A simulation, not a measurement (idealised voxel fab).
process module | voxel quadruple lines
cross-section cut | 205 nm wide | cells 5 nm
A cross-section is a grid of square cells, given in bands from the top down. A band is one or more rows of cells.
Each band's line starts with the height of the band's top and of its bottom, in nm. Then come its materials from left to right, each with its width in nm. One material with "throughout" fills the band from edge to edge. "air" is empty space.
Height 0 is the level under which the wafer as received is all one material. The lowest band goes on downwards, as in "0 down".
A width such as "30 to 40" changes by the same amount from each row of cells to the next, from the band's top row to its bottom row.
"no change" after a step means that no cell of the cross-section changed.
closed voids: empty space of 8 cells or more with no open way to the top, each as width x height at its distance from the left edge, in nm
after a step's settings: what the simulator itself notes on the step
overlay nm, on a step with a mask: how far to the right of its planned place the mask lay; to the left if negative
plan
1 op RECEIVE | material Si
2 op CONFORMAL_DEP | material SiO2 | thk nm 10
3 op DIRECTIONAL_DEP | material TiN | thk nm 15
4 op DIRECTIONAL_DEP | material polySi | thk nm 20
5 op DIRECTIONAL_DEP | material aC | thk nm 25
6 op PATTERN | tone cover | mask id MANDREL | material resist | width nm 20 | thk nm 30 | overlay nm 0
7 op DIRECTIONAL_ETCH | etch materials aC | depth nm 25
8 op STRIP | etch materials resist
9 op CONFORMAL_DEP | material SiO2 | thk nm 10
10 op DIRECTIONAL_ETCH | etch materials SiO2 | depth nm 10
11 op STRIP | etch materials aC
12 op DIRECTIONAL_ETCH | etch materials polySi | depth nm 20
13 op STRIP | etch materials SiO2
14 op CONFORMAL_DEP | material SiN | thk nm 5
15 op DIRECTIONAL_ETCH | etch materials SiN | depth nm 5
16 op STRIP | etch materials polySi
17 op DIRECTIONAL_ETCH | etch materials TiN | depth nm 15
18 op STRIP | etch materials SiN
as received, after step 1
  0 down: Si throughout
  closed voids: none
a wafer at the end: this start, this plan, one mistake
  30 to 10: polySi throughout
  10 to 0: SiO2 throughout
  0 down: Si throughout
  closed voids: none
what went wrong: steps 3 and 4 were swapped
